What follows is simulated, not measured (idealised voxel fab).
You're looking at the process module voxel transistor to metal.
165 nm wide, 5 nm square cells: that's cross-section cut.
Bands, listed from the top down, are how a cross-section gets written in this document; the cross-section itself is a grid of square cells, and a band is one or more rows of them. First you get the band's top height and its bottom height, in nm, and then the materials it's made of, left to right, with each width in nm. If you see a single material with "everywhere", that one covers the band edge to edge. "air" is empty space. The reference from which all heights are counted is 0, the level beneath which the as-received wafer is entirely one material; the lowest band, having no lower bound, proceeds downward and is written after the example "0 down". So if you see something like "30 to 40" for the width, read it as the top row of the band sitting at the first number and the bottom row at the second, with every row in between moving by the same amount as the last. Where the words "identical to before" appear for a step, the cross-section shows no cell changed by that step; every cell remained as before. Each empty space that has no open way to the top and spans at least 8 cells appears under "Closed voids list" as width x height at distance, the distance counted from the left edge, all in nm. The remark found on a step's line after its settings is issued by the simulator itself and pertains to that step. A step line may carry the setting "overlay nm", which, for steps involving a mask, states the distance by which the mask lay to the right of its intended position; negative values denote displacement to the left. Pairs follow: section before one process step, section after it down to the lowest changed band, step with settings underneath. Pairs may come from different runs of this module on the same starting wafer; continuity with the pair above only as stated in the "State on entry" entry.

State on entry:
> 0 down  Si everywhere
> Closed voids list: none

After the Step:
> 0 to -5  SiO2 everywhere
> below -5: unchanged
> Closed voids list: none
Intermediate step for the cross-sections above: OXIDIZE,depth nm 5

State on entry: see the after view in the pair directly above.

After the Step:
> 10 to 0  SiN everywhere
> below 0: unchanged
> Closed voids list: none
Intermediate step for the cross-sections above: CONFORMAL_DEP,material SiN,thk nm 10

State on entry: see the after view in the pair directly above.

After the Step:
> 10 to 0  air 25 / SiN 115 / air 25
> below 0: unchanged
> Closed voids list: none
Intermediate step for the cross-sections above: MASKED_ETCH,tone cover,mask id ACTIVE,width nm 115,etch materials SiN,depth nm 10,overlay nm 0

State on entry: see the after view in the pair directly above.

After the Step:
> 10 to 0  air 25 / SiN 115 / air 25
> 0 to -5  air 25 / SiO2 115 / air 25
> below -5: unchanged
> Closed voids list: none
Intermediate step for the cross-sections above: MASKED_ETCH,tone cover,mask id ACTIVE,width nm 115,etch materials SiO2,depth nm 5,overlay nm 0

State on entry: see the after view in the pair directly above.

After the Step:
> 10 to 0  air 25 / SiN 115 / air 25
> 0 to -5  air 25 / SiO2 115 / air 25
> -5 to -40  air 25 / Si 115 / air 25
> below -40: unchanged
> Closed voids list: none
Intermediate step for the cross-sections above: MASKED_ETCH,tone cover,mask id ACTIVE,width nm 115,etch materials Si,depth nm 35,overlay nm 0

State on entry: see the after view in the pair directly above.

After the Step:
> 10 to 0  air 25 / SiN 115 / air 25
> 0 to -5  air 25 / SiO2 115 / air 25
> -5 to -40  air 25 / SiO2 5 / Si 105 / SiO2 5 / air 25
> -40 to -45  SiO2 30 / Si 105 / SiO2 30
> below -45: unchanged
> Closed voids list: none
Intermediate step for the cross-sections above: OXIDIZE,depth nm 5

State on entry: see the after view in the pair directly above.

After the Step:
> 25 to 10  SiO2 everywhere
> 10 to 0  SiO2 25 / SiN 115 / SiO2 25
> 0 to -5  SiO2 everywhere
> -5 to -45  SiO2 30 / Si 105 / SiO2 30
> below -45: unchanged
> Closed voids list: none
Intermediate step for the cross-sections above: FILL_DEP,material SiO2,thk nm 15

State on entry: see the after view in the pair directly above.

After the Step:
> 10 to 0  SiO2 25 / SiN 115 / SiO2 25
> below 0: unchanged
> Closed voids list: none
Intermediate step for the cross-sections above: CMP,height nm 10

State on entry: see the after view in the pair directly above.

After the Step:
> 10 to 0  air 25 / SiN 115 / air 25
> below 0: unchanged
> Closed voids list: none
Intermediate step for the cross-sections above: SELECTIVE_ETCH,etch materials SiO2,depth nm 10

State on entry: see the after view in the pair directly above.

After the Step:
> 0 to -5  SiO2 everywhere
> below -5: unchanged
> Closed voids list: none
Intermediate step for the cross-sections above: STRIP,etch materials SiN

State on entry: see the after view in the pair directly above.

After the Step:
> -5 to -45  SiO2 30 / Si 105 / SiO2 30
> below -45: unchanged
> Closed voids list: none
Intermediate step for the cross-sections above: SELECTIVE_ETCH,etch materials SiO2,depth nm 5

State on entry: see the after view in the pair directly above.

After the Step:
> -5 to -10  SiO2 everywhere
> below -10: unchanged
> Closed voids list: none
Intermediate step for the cross-sections above: OXIDIZE,depth nm 5

State on entry: see the after view in the pair directly above.

After the Step:
> 20 to -5  polySi everywhere
> below -5: unchanged
> Closed voids list: none
Intermediate step for the cross-sections above: DIRECTIONAL_DEP,material polySi,thk nm 25

State on entry: see the after view in the pair directly above.

After the Step:
> 30 to 20  SiCN everywhere
> below 20: unchanged
> Closed voids list: none
Intermediate step for the cross-sections above: DIRECTIONAL_DEP,material SiCN,thk nm 10

State on entry: see the after view in the pair directly above.

After the Step:
> 30 to 20  air 65 / SiCN 35 / air 65
> below 20: unchanged
> Closed voids list: none
Intermediate step for the cross-sections above: MASKED_ETCH,tone cover,mask id GATE,width nm 35,etch materials SiCN,depth nm 20,overlay nm 0

State on entry: see the after view in the pair directly above.

After the Step:
> 30 to 20  air 65 / SiCN 35 / air 65
> 20 to -5  air 65 / polySi 35 / air 65
> below -5: unchanged
> Closed voids list: none
Intermediate step for the cross-sections above: MASKED_ETCH,tone cover,mask id GATE,width nm 35,etch materials polySi,depth nm 35,overlay nm 0

State on entry: see the after view in the pair directly above.

After the Step:
> 40 to 30  air 55 / SiN 55 / air 55
> 30 to 20  air 55 / SiN 10 / SiCN 35 / SiN 10 / air 55
> 20 to 5  air 55 / SiN 10 / polySi 35 / SiN 10 / air 55
> 5 to -5  SiN 65 / polySi 35 / SiN 65
> below -5: unchanged
> Closed voids list: none
Intermediate step for the cross-sections above: CONFORMAL_DEP,material SiN,thk nm 10

State on entry: see the after view in the pair directly above.

After the Step:
> 30 to 20  air 55 / SiN 10 / SiCN 35 / SiN 10 / air 55
> 20 to -5  air 55 / SiN 10 / polySi 35 / SiN 10 / air 55
> below -5: unchanged
> Closed voids list: none
Intermediate step for the cross-sections above: DIRECTIONAL_ETCH,etch materials SiN,depth nm 10

State on entry: see the after view in the pair directly above.

After the Step:
> 30 to 20  air 55 / SiN 10 / SiCN 35 / SiN 10 / air 55
> 20 to -5  air 55 / SiN 10 / polySi 35 / SiN 10 / air 55
> -5 to -10  air 55 / SiO2 55 / air 55
> below -10: unchanged
> Closed voids list: none
Intermediate step for the cross-sections above: DIRECTIONAL_ETCH,etch materials SiO2,depth nm 5

State on entry: see the after view in the pair directly above.

After the Step:
> 30 to 20  air 55 / SiN 10 / SiCN 35 / SiN 10 / air 55
> 20 to -5  air 55 / SiN 10 / polySi 35 / SiN 10 / air 55
> -5 to -10  air 55 / SiO2 55 / air 55
> -10 to -15  SiO2 30 / air 25 / Si 55 / air 25 / SiO2 30
> below -15: unchanged
> Closed voids list: none
Intermediate step for the cross-sections above: DIRECTIONAL_ETCH,etch materials Si,depth nm 5

State on entry: see the after view in the pair directly above.

After the Step:
> 30 to 20  air 55 / SiN 10 / SiCN 35 / SiN 10 / air 55
> 20 to -5  air 55 / SiN 10 / polySi 35 / SiN 10 / air 55
> -5 to -10  air 50 / SiGe 5 / SiO2 55 / SiGe 5 / air 50
> -10 to -15  SiO2 30 / SiGe 25 / Si 55 / SiGe 25 / SiO2 30
> below -15: unchanged
> Closed voids list: none
Intermediate step for the cross-sections above: EPI,material SiGe,thk nm 5

State on entry: see the after view in the pair directly above.

After the Step:
> 40 to 30  SiO2 everywhere
> 30 to 20  SiO2 55 / SiN 10 / SiCN 35 / SiN 10 / SiO2 55
> 20 to -5  SiO2 55 / SiN 10 / polySi 35 / SiN 10 / SiO2 55
> -5 to -10  SiO2 50 / SiGe 5 / SiO2 55 / SiGe 5 / SiO2 50
> below -10: unchanged
> Closed voids list: none
Intermediate step for the cross-sections above: FILL_DEP,material SiO2,thk nm 10

State on entry: see the after view in the pair directly above.

After the Step:
> 20 to -5  SiO2 55 / SiN 10 / polySi 35 / SiN 10 / SiO2 55
> below -5: unchanged
> Closed voids list: none
Intermediate step for the cross-sections above: CMP,height nm 20

State on entry: see the after view in the pair directly above.

After the Step:
> 20 to -5  SiO2 55 / SiN 10 / air 35 / SiN 10 / SiO2 55
> below -5: unchanged
> Closed voids list: none
Intermediate step for the cross-sections above: STRIP,etch materials polySi

State on entry: see the after view in the pair directly above.

After the Step:
> 20 to 15  air 55 / SiN 10 / air 35 / SiN 10 / air 55
> 15 to -5  SiO2 55 / SiN 10 / air 35 / SiN 10 / SiO2 55
> -5 to -10  SiO2 50 / SiGe 5 / SiO2 5 / air 45 / SiO2 5 / SiGe 5 / SiO2 50
> below -10: unchanged
> Closed voids list: none
Intermediate step for the cross-sections above: SELECTIVE_ETCH,etch materials SiO2,depth nm 5

State on entry: see the after view in the pair directly above.

After the Step:
> 25 to 20  air 50 / HfO2 20 / air 25 / HfO2 20 / air 50
> 20 to 15  HfO2 55 / SiN 10 / HfO2 5 / air 25 / HfO2 5 / SiN 10 / HfO2 55
> 15 to -5  SiO2 55 / SiN 10 / HfO2 5 / air 25 / HfO2 5 / SiN 10 / SiO2 55
> -5 to -10  SiO2 50 / SiGe 5 / SiO2 5 / HfO2 45 / SiO2 5 / SiGe 5 / SiO2 50
> below -10: unchanged
> Closed voids list: none
Intermediate step for the cross-sections above: CONFORMAL_DEP,material HfO2,thk nm 5

State on entry: see the after view in the pair directly above.

After the Step:
> 30 to 25  air 45 / TiN 30 / air 15 / TiN 30 / air 45
> 25 to 20  TiN 50 / HfO2 20 / TiN 5 / air 15 / TiN 5 / HfO2 20 / TiN 50
> 20 to 15  HfO2 55 / SiN 10 / HfO2 5 / TiN 5 / air 15 / TiN 5 / HfO2 5 / SiN 10 / HfO2 55
> 15 to 0  SiO2 55 / SiN 10 / HfO2 5 / TiN 5 / air 15 / TiN 5 / HfO2 5 / SiN 10 / SiO2 55
> 0 to -5  SiO2 55 / SiN 10 / HfO2 5 / TiN 25 / HfO2 5 / SiN 10 / SiO2 55
> below -5: unchanged
> Closed voids list: none
Intermediate step for the cross-sections above: CONFORMAL_DEP,material TiN,thk nm 5

State on entry: see the after view in the pair directly above.

After the Step:
> 35 to 30  W everywhere
> 30 to 25  W 45 / TiN 30 / W 15 / TiN 30 / W 45
> 25 to 20  TiN 50 / HfO2 20 / TiN 5 / W 15 / TiN 5 / HfO2 20 / TiN 50
> 20 to 15  HfO2 55 / SiN 10 / HfO2 5 / TiN 5 / W 15 / TiN 5 / HfO2 5 / SiN 10 / HfO2 55
> 15 to 0  SiO2 55 / SiN 10 / HfO2 5 / TiN 5 / W 15 / TiN 5 / HfO2 5 / SiN 10 / SiO2 55
> below 0: unchanged
> Closed voids list: none
Intermediate step for the cross-sections above: FILL_DEP,material W,thk nm 5

State on entry: see the after view in the pair directly above.

After the Step:
> 15 to 0  SiO2 55 / SiN 10 / HfO2 5 / TiN 5 / W 15 / TiN 5 / HfO2 5 / SiN 10 / SiO2 55
> below 0: unchanged
> Closed voids list: none
Intermediate step for the cross-sections above: CMP,height nm 15

State on entry: see the after view in the pair directly above.

After the Step:
> 25 to 15  SiO2 everywhere
> below 15: unchanged
> Closed voids list: none
Intermediate step for the cross-sections above: DIRECTIONAL_DEP,material SiO2,thk nm 10

State on entry: see the after view in the pair directly above.

After the Step:
> 35 to 25  aC everywhere
> below 25: unchanged
> Closed voids list: none
Intermediate step for the cross-sections above: DIRECTIONAL_DEP,material aC,thk nm 10

State on entry: see the after view in the pair directly above.

After the Step:
> 65 to 35  resist 30 / air 20 / resist 65 / air 20 / resist 30
> below 35: unchanged
> Closed voids list: none
Intermediate step for the cross-sections above: PATTERN,tone open,mask id CONTACT,material resist,width nm 20,pitch nm 85,thk nm 30,overlay nm 0

State on entry: see the after view in the pair directly above.

After the Step:
> 55 to 35  resist 30 / air 20 / resist 65 / air 20 / resist 30
> 35 to 25  aC 30 / air 20 / aC 65 / air 20 / aC 30
> below 25: unchanged
> Closed voids list: none
Intermediate step for the cross-sections above: DIRECTIONAL_ETCH,etch materials aC,depth nm 10

State on entry: see the after view in the pair directly above.

After the Step:
> 35 to 25  aC 30 / air 20 / aC 65 / air 20 / aC 30
> below 25: unchanged
> Closed voids list: none
Intermediate step for the cross-sections above: STRIP,etch materials resist

State on entry: see the after view in the pair directly above.

After the Step:
> 35 to 25  aC 30 / air 20 / aC 65 / air 20 / aC 30
> 25 to 15  SiO2 30 / air 20 / SiO2 65 / air 20 / SiO2 30
> 15 to 0  SiO2 30 / air 20 / SiO2 5 / SiN 10 / HfO2 5 / TiN 5 / W 15 / TiN 5 / HfO2 5 / SiN 10 / SiO2 5 / air 20 / SiO2 30
> 0 to -5  SiO2 30 / air 20 / SiO2 5 / SiN 10 / HfO2 5 / TiN 25 / HfO2 5 / SiN 10 / SiO2 5 / air 20 / SiO2 30
> -5 to -10  SiO2 30 / air 20 / SiGe 5 / SiO2 5 / HfO2 45 / SiO2 5 / SiGe 5 / air 20 / SiO2 30
> below -10: unchanged
> Closed voids list: none
Intermediate step for the cross-sections above: DIRECTIONAL_ETCH,etch materials SiO2,depth nm 35

State on entry: see the after view in the pair directly above.

After the Step:
> 25 to 15  SiO2 30 / air 20 / SiO2 65 / air 20 / SiO2 30
> below 15: unchanged
> Closed voids list: none
Intermediate step for the cross-sections above: STRIP,etch materials aC

State on entry: see the after view in the pair directly above.

After the Step:
> 30 to 25  TiN 35 / air 10 / TiN 75 / air 10 / TiN 35
> 25 to 15  SiO2 30 / TiN 5 / air 10 / TiN 5 / SiO2 65 / TiN 5 / air 10 / TiN 5 / SiO2 30
> 15 to 0  SiO2 30 / TiN 5 / air 10 / TiN 5 / SiO2 5 / SiN 10 / HfO2 5 / TiN 5 / W 15 / TiN 5 / HfO2 5 / SiN 10 / SiO2 5 / TiN 5 / air 10 / TiN 5 / SiO2 30
> 0 to -5  SiO2 30 / TiN 5 / air 10 / TiN 5 / SiO2 5 / SiN 10 / HfO2 5 / TiN 25 / HfO2 5 / SiN 10 / SiO2 5 / TiN 5 / air 10 / TiN 5 / SiO2 30
> -5 to -10  SiO2 30 / TiN 20 / SiGe 5 / SiO2 5 / HfO2 45 / SiO2 5 / SiGe 5 / TiN 20 / SiO2 30
> below -10: unchanged
> Closed voids list: none
Intermediate step for the cross-sections above: CONFORMAL_DEP,material TiN,thk nm 5

State on entry: see the after view in the pair directly above.

After the Step:
> 35 to 30  W everywhere
> 30 to 25  TiN 35 / W 10 / TiN 75 / W 10 / TiN 35
> 25 to 15  SiO2 30 / TiN 5 / W 10 / TiN 5 / SiO2 65 / TiN 5 / W 10 / TiN 5 / SiO2 30
> 15 to 0  SiO2 30 / TiN 5 / W 10 / TiN 5 / SiO2 5 / SiN 10 / HfO2 5 / TiN 5 / W 15 / TiN 5 / HfO2 5 / SiN 10 / SiO2 5 / TiN 5 / W 10 / TiN 5 / SiO2 30
> 0 to -5  SiO2 30 / TiN 5 / W 10 / TiN 5 / SiO2 5 / SiN 10 / HfO2 5 / TiN 25 / HfO2 5 / SiN 10 / SiO2 5 / TiN 5 / W 10 / TiN 5 / SiO2 30
> below -5: unchanged
> Closed voids list: none
Intermediate step for the cross-sections above: FILL_DEP,material W,thk nm 5

State on entry: see the after view in the pair directly above.

After the Step:
> 25 to 15  SiO2 30 / TiN 5 / W 10 / TiN 5 / SiO2 65 / TiN 5 / W 10 / TiN 5 / SiO2 30
> below 15: unchanged
> Closed voids list: none
Intermediate step for the cross-sections above: CMP,height nm 25

State on entry: see the after view in the pair directly above.

After the Step:
> 30 to 25  TiN everywhere
> below 25: unchanged
> Closed voids list: none
Intermediate step for the cross-sections above: DIRECTIONAL_DEP,material TiN,thk nm 5

State on entry: see the after view in the pair directly above.

After the Step:
> 55 to 30  W everywhere
> below 30: unchanged
> Closed voids list: none
Intermediate step for the cross-sections above: DIRECTIONAL_DEP,material W,thk nm 25

State on entry: see the after view in the pair directly above.

After the Step:
> 55 to 30  air 30 / W 20 / air 65 / W 20 / air 30
> below 30: unchanged
> Closed voids list: none
Intermediate step for the cross-sections above: MASKED_ETCH,tone cover,mask id METAL_1,width nm 20,pitch nm 85,etch materials W,depth nm 25,overlay nm 0

State on entry: see the after view in the pair directly above.

After the Step:
> 55 to 30  air 30 / W 20 / air 65 / W 20 / air 30
> 30 to 25  air 30 / TiN 20 / air 65 / TiN 20 / air 30
> below 25: unchanged
> Closed voids list: none
Intermediate step for the cross-sections above: MASKED_ETCH,tone cover,mask id METAL_1,width nm 20,pitch nm 85,etch materials TiN,depth nm 5,overlay nm 0

State on entry: see the after view in the pair directly above.

After the Step:
> 60 to 55  air 25 / SiN 30 / air 55 / SiN 30 / air 25
> 55 to 30  air 25 / SiN 5 / W 20 / SiN 5 / air 55 / SiN 5 / W 20 / SiN 5 / air 25
> 30 to 25  SiN 30 / TiN 20 / SiN 65 / TiN 20 / SiN 30
> below 25: unchanged
> Closed voids list: none
Intermediate step for the cross-sections above: CONFORMAL_DEP,material SiN,thk nm 5

State on entry: see the after view in the pair directly above.

After the Step:
> 65 to 60  lowk everywhere
> 60 to 55  lowk 25 / SiN 30 / lowk 55 / SiN 30 / lowk 25
> 55 to 30  lowk 25 / SiN 5 / W 20 / SiN 5 / lowk 55 / SiN 5 / W 20 / SiN 5 / lowk 25
> below 30: unchanged
> Closed voids list: none
Intermediate step for the cross-sections above: FILL_DEP,material lowk,thk nm 5

State on entry: see the after view in the pair directly above.

After the Step:
> 55 to 30  lowk 25 / SiN 5 / W 20 / SiN 5 / lowk 55 / SiN 5 / W 20 / SiN 5 / lowk 25
> below 30: unchanged
> Closed voids list: none
Intermediate step for the cross-sections above: CMP,height nm 55

State on entry: see the after view in the pair directly above.

After the Step:
> 60 to 55  SiCN everywhere
> below 55: unchanged
> Closed voids list: none
Intermediate step for the cross-sections above: CONFORMAL_DEP,material SiCN,thk nm 5

State on entry:
> 25 to 10  SiO2 everywhere
> 10 to 0  SiO2 25 / SiN 115 / SiO2 25
> 0 to -5  SiO2 everywhere
> -5 to -45  SiO2 30 / Si 105 / SiO2 30
> -45 down  Si everywhere
> Closed voids list: none

After the Step:
> 15 to 10  SiO2 everywhere
> below 10: unchanged
> Closed voids list: none
Intermediate step for the cross-sections above: SELECTIVE_ETCH,etch materials SiO2,depth nm 10

State on entry: see the after view in the pair directly above.

After the Step:
> 10 to 0  SiO2 25 / SiN 115 / SiO2 25
> below 0: unchanged
> Closed voids list: none
Intermediate step for the cross-sections above: SELECTIVE_ETCH,etch materials SiO2,depth nm 5

State on entry: see the after view in the pair directly above.

After the Step:
> 35 to 10  polySi everywhere
> below 10: unchanged
> Closed voids list: none
Intermediate step for the cross-sections above: DIRECTIONAL_DEP,material polySi,thk nm 25

State on entry: see the after view in the pair directly above.

After the Step:
> 45 to 35  SiCN everywhere
> below 35: unchanged
> Closed voids list: none
Intermediate step for the cross-sections above: DIRECTIONAL_DEP,material SiCN,thk nm 10

State on entry: see the after view in the pair directly above.

After the Step:
> 45 to 35  air 65 / SiCN 35 / air 65
> below 35: unchanged
> Closed voids list: none
Intermediate step for the cross-sections above: MASKED_ETCH,tone cover,mask id GATE,width nm 35,etch materials SiCN,depth nm 20,overlay nm 0

State on entry: see the after view in the pair directly above.

After the Step:
> 45 to 35  air 65 / SiCN 35 / air 65
> 35 to 10  air 65 / polySi 35 / air 65
> below 10: unchanged
> Closed voids list: none
Intermediate step for the cross-sections above: MASKED_ETCH,tone cover,mask id GATE,width nm 35,etch materials polySi,depth nm 35,overlay nm 0

State on entry: see the after view in the pair directly above.

After the Step:
> 55 to 45  air 55 / SiN 55 / air 55
> 45 to 35  air 55 / SiN 10 / SiCN 35 / SiN 10 / air 55
> 35 to 20  air 55 / SiN 10 / polySi 35 / SiN 10 / air 55
> 20 to 10  SiN 65 / polySi 35 / SiN 65
> below 10: unchanged
> Closed voids list: none
Intermediate step for the cross-sections above: CONFORMAL_DEP,material SiN,thk nm 10

State on entry: see the after view in the pair directly above.

After the Step:
> 45 to 35  air 55 / SiN 10 / SiCN 35 / SiN 10 / air 55
> 35 to 10  air 55 / SiN 10 / polySi 35 / SiN 10 / air 55
> below 10: unchanged
> Closed voids list: none
Intermediate step for the cross-sections above: DIRECTIONAL_ETCH,etch materials SiN,depth nm 10

State on entry: see the after view in the pair directly above.

After the Step:
> 45 to 35  air 55 / SiN 10 / SiCN 35 / SiN 10 / air 55
> 35 to 10  air 55 / SiN 10 / polySi 35 / SiN 10 / air 55
> 10 to 5  air 25 / SiN 115 / air 25
> below 5: unchanged
> Closed voids list: none
Intermediate step for the cross-sections above: DIRECTIONAL_ETCH,etch materials SiO2,depth nm 5

State on entry: see the after view in the pair directly above.

After the Step:
> 55 to 45  SiO2 everywhere
> 45 to 35  SiO2 55 / SiN 10 / SiCN 35 / SiN 10 / SiO2 55
> 35 to 10  SiO2 55 / SiN 10 / polySi 35 / SiN 10 / SiO2 55
> 10 to 0  SiO2 25 / SiN 115 / SiO2 25
> below 0: unchanged
> Closed voids list: none
Intermediate step for the cross-sections above: FILL_DEP,material SiO2,thk nm 10

State on entry: see the after view in the pair directly above.

After the Step:
> 20 to 10  SiO2 55 / SiN 10 / polySi 35 / SiN 10 / SiO2 55
> below 10: unchanged
> Closed voids list: none
Intermediate step for the cross-sections above: CMP,height nm 20

State on entry: see the after view in the pair directly above.

After the Step:
> 20 to 10  SiO2 55 / SiN 10 / air 35 / SiN 10 / SiO2 55
> below 10: unchanged
> Closed voids list: none
Intermediate step for the cross-sections above: STRIP,etch materials polySi

State on entry: see the after view in the pair directly above.

After the Step:
> 20 to 15  air 55 / SiN 10 / air 35 / SiN 10 / air 55
> below 15: unchanged
> Closed voids list: none
Intermediate step for the cross-sections above: SELECTIVE_ETCH,etch materials SiO2,depth nm 5

State on entry: see the after view in the pair directly above.

After the Step:
> 25 to 20  air 50 / HfO2 20 / air 25 / HfO2 20 / air 50
> 20 to 15  HfO2 55 / SiN 10 / HfO2 5 / air 25 / HfO2 5 / SiN 10 / HfO2 55
> 15 to 10  SiO2 55 / SiN 10 / HfO2 35 / SiN 10 / SiO2 55
> below 10: unchanged
> Closed voids list: none
Intermediate step for the cross-sections above: CONFORMAL_DEP,material HfO2,thk nm 5

State on entry: see the after view in the pair directly above.

After the Step:
> 30 to 25  air 45 / TiN 30 / air 15 / TiN 30 / air 45
> 25 to 20  TiN 50 / HfO2 20 / TiN 5 / air 15 / TiN 5 / HfO2 20 / TiN 50
> 20 to 15  HfO2 55 / SiN 10 / HfO2 5 / TiN 25 / HfO2 5 / SiN 10 / HfO2 55
> below 15: unchanged
> Closed voids list: none
Intermediate step for the cross-sections above: CONFORMAL_DEP,material TiN,thk nm 5

State on entry: see the after view in the pair directly above.

After the Step:
> 35 to 30  W everywhere
> 30 to 25  W 45 / TiN 30 / W 15 / TiN 30 / W 45
> 25 to 20  TiN 50 / HfO2 20 / TiN 5 / W 15 / TiN 5 / HfO2 20 / TiN 50
> below 20: unchanged
> Closed voids list: none
Intermediate step for the cross-sections above: FILL_DEP,material W,thk nm 5

State on entry: see the after view in the pair directly above.

After the Step:
> 15 to 10  SiO2 55 / SiN 10 / HfO2 35 / SiN 10 / SiO2 55
> below 10: unchanged
> Closed voids list: none
Intermediate step for the cross-sections above: CMP,height nm 15

State on entry: see the after view in the pair directly above.

After the Step:
> 25 to 15  SiO2 everywhere
> below 15: unchanged
> Closed voids list: none
Intermediate step for the cross-sections above: DIRECTIONAL_DEP,material SiO2,thk nm 10

State on entry: see the after view in the pair directly above.

After the Step:
> 35 to 25  aC everywhere
> below 25: unchanged
> Closed voids list: none
Intermediate step for the cross-sections above: DIRECTIONAL_DEP,material aC,thk nm 10

State on entry: see the after view in the pair directly above.

After the Step:
> 65 to 35  resist 30 / air 20 / resist 65 / air 20 / resist 30
> below 35: unchanged
> Closed voids list: none
Intermediate step for the cross-sections above: PATTERN,tone open,mask id CONTACT,material resist,width nm 20,pitch nm 85,thk nm 30,overlay nm 0

State on entry: see the after view in the pair directly above.

After the Step:
> 55 to 35  resist 30 / air 20 / resist 65 / air 20 / resist 30
> 35 to 25  aC 30 / air 20 / aC 65 / air 20 / aC 30
> below 25: unchanged
> Closed voids list: none
Intermediate step for the cross-sections above: DIRECTIONAL_ETCH,etch materials aC,depth nm 10

State on entry: see the after view in the pair directly above.

After the Step:
> 35 to 25  aC 30 / air 20 / aC 65 / air 20 / aC 30
> below 25: unchanged
> Closed voids list: none
Intermediate step for the cross-sections above: STRIP,etch materials resist

State on entry: see the after view in the pair directly above.

After the Step:
> 35 to 25  aC 30 / air 20 / aC 65 / air 20 / aC 30
> 25 to 15  SiO2 30 / air 20 / SiO2 65 / air 20 / SiO2 30
> 15 to 10  SiO2 30 / air 20 / SiO2 5 / SiN 10 / HfO2 35 / SiN 10 / SiO2 5 / air 20 / SiO2 30
> below 10: unchanged
> Closed voids list: none
Intermediate step for the cross-sections above: DIRECTIONAL_ETCH,etch materials SiO2,depth nm 35

State on entry: see the after view in the pair directly above.

After the Step:
> 25 to 15  SiO2 30 / air 20 / SiO2 65 / air 20 / SiO2 30
> below 15: unchanged
> Closed voids list: none
Intermediate step for the cross-sections above: STRIP,etch materials aC

State on entry: see the after view in the pair directly above.

After the Step:
> 30 to 25  TiN 35 / air 10 / TiN 75 / air 10 / TiN 35
> 25 to 15  SiO2 30 / TiN 5 / air 10 / TiN 5 / SiO2 65 / TiN 5 / air 10 / TiN 5 / SiO2 30
> 15 to 10  SiO2 30 / TiN 20 / SiO2 5 / SiN 10 / HfO2 35 / SiN 10 / SiO2 5 / TiN 20 / SiO2 30
> below 10: unchanged
> Closed voids list: none
Intermediate step for the cross-sections above: CONFORMAL_DEP,material TiN,thk nm 5

State on entry: see the after view in the pair directly above.

After the Step:
> 35 to 30  W everywhere
> 30 to 25  TiN 35 / W 10 / TiN 75 / W 10 / TiN 35
> 25 to 15  SiO2 30 / TiN 5 / W 10 / TiN 5 / SiO2 65 / TiN 5 / W 10 / TiN 5 / SiO2 30
> below 15: unchanged
> Closed voids list: none
Intermediate step for the cross-sections above: FILL_DEP,material W,thk nm 5

State on entry: see the after view in the pair directly above.

After the Step:
> 25 to 15  SiO2 30 / TiN 5 / W 10 / TiN 5 / SiO2 65 / TiN 5 / W 10 / TiN 5 / SiO2 30
> below 15: unchanged
> Closed voids list: none
Intermediate step for the cross-sections above: CMP,height nm 25

State on entry: see the after view in the pair directly above.

After the Step:
> 30 to 25  TiN everywhere
> below 25: unchanged
> Closed voids list: none
Intermediate step for the cross-sections above: DIRECTIONAL_DEP,material TiN,thk nm 5

State on entry: see the after view in the pair directly above.

After the Step:
> 55 to 30  W everywhere
> below 30: unchanged
> Closed voids list: none
Intermediate step for the cross-sections above: DIRECTIONAL_DEP,material W,thk nm 25

State on entry: see the after view in the pair directly above.

After the Step:
> 55 to 30  air 30 / W 20 / air 65 / W 20 / air 30
> below 30: unchanged
> Closed voids list: none
Intermediate step for the cross-sections above: MASKED_ETCH,tone cover,mask id METAL_1,width nm 20,pitch nm 85,etch materials W,depth nm 25,overlay nm 0

State on entry: see the after view in the pair directly above.

After the Step:
> 55 to 30  air 30 / W 20 / air 65 / W 20 / air 30
> 30 to 25  air 30 / TiN 20 / air 65 / TiN 20 / air 30
> below 25: unchanged
> Closed voids list: none
Intermediate step for the cross-sections above: MASKED_ETCH,tone cover,mask id METAL_1,width nm 20,pitch nm 85,etch materials TiN,depth nm 5,overlay nm 0

State on entry: see the after view in the pair directly above.

After the Step:
> 60 to 55  air 25 / SiN 30 / air 55 / SiN 30 / air 25
> 55 to 30  air 25 / SiN 5 / W 20 / SiN 5 / air 55 / SiN 5 / W 20 / SiN 5 / air 25
> 30 to 25  SiN 30 / TiN 20 / SiN 65 / TiN 20 / SiN 30
> below 25: unchanged
> Closed voids list: none
Intermediate step for the cross-sections above: CONFORMAL_DEP,material SiN,thk nm 5

State on entry: see the after view in the pair directly above.

After the Step:
> 65 to 60  lowk everywhere
> 60 to 55  lowk 25 / SiN 30 / lowk 55 / SiN 30 / lowk 25
> 55 to 30  lowk 25 / SiN 5 / W 20 / SiN 5 / lowk 55 / SiN 5 / W 20 / SiN 5 / lowk 25
> below 30: unchanged
> Closed voids list: none
Intermediate step for the cross-sections above: FILL_DEP,material lowk,thk nm 5

State on entry: see the after view in the pair directly above.

After the Step:
> 55 to 30  lowk 25 / SiN 5 / W 20 / SiN 5 / lowk 55 / SiN 5 / W 20 / SiN 5 / lowk 25
> below 30: unchanged
> Closed voids list: none
Intermediate step for the cross-sections above: CMP,height nm 55

State on entry: see the after view in the pair directly above.

After the Step:
> 60 to 55  SiCN everywhere
> below 55: unchanged
> Closed voids list: none
Intermediate step for the cross-sections above: CONFORMAL_DEP,material SiCN,thk nm 5

State on entry:
> 10 to 0  SiO2 25 / SiN 115 / SiO2 25
> 0 to -5  SiO2 everywhere
> -5 to -45  SiO2 30 / Si 105 / SiO2 30
> -45 down  Si everywhere
> Closed voids list: none

After the Step:
> 10 to 0  SiO2 25 / air 115 / SiO2 25
> below 0: unchanged
> Closed voids list: none
Intermediate step for the cross-sections above: STRIP,etch materials SiN

State on entry: see the after view in the pair directly above.

After the Step:
> 0 to -5  SiO2 15 / air 135 / SiO2 15
> -5 to -10  SiO2 15 / air 15 / Si 105 / air 15 / SiO2 15
> below -10: unchanged
> Closed voids list: none
Intermediate step for the cross-sections above: SELECTIVE_ETCH,etch materials SiO2,depth nm 10

State on entry: see the after view in the pair directly above.

After the Step:
> -5 to -15  SiO2 10 / air 20 / Si 105 / air 20 / SiO2 10
> below -15: unchanged
> Closed voids list: none
Intermediate step for the cross-sections above: SELECTIVE_ETCH,etch materials SiO2,depth nm 5

State on entry: see the after view in the pair directly above.

After the Step:
> -5 to -10  SiO2 10 / air 20 / SiO2 105 / air 20 / SiO2 10
> -10 to -15  SiO2 10 / air 20 / SiO2 5 / Si 95 / SiO2 5 / air 20 / SiO2 10
> -15 to -20  SiO2 35 / Si 95 / SiO2 35
> below -20: unchanged
> Closed voids list: none
Intermediate step for the cross-sections above: OXIDIZE,depth nm 5
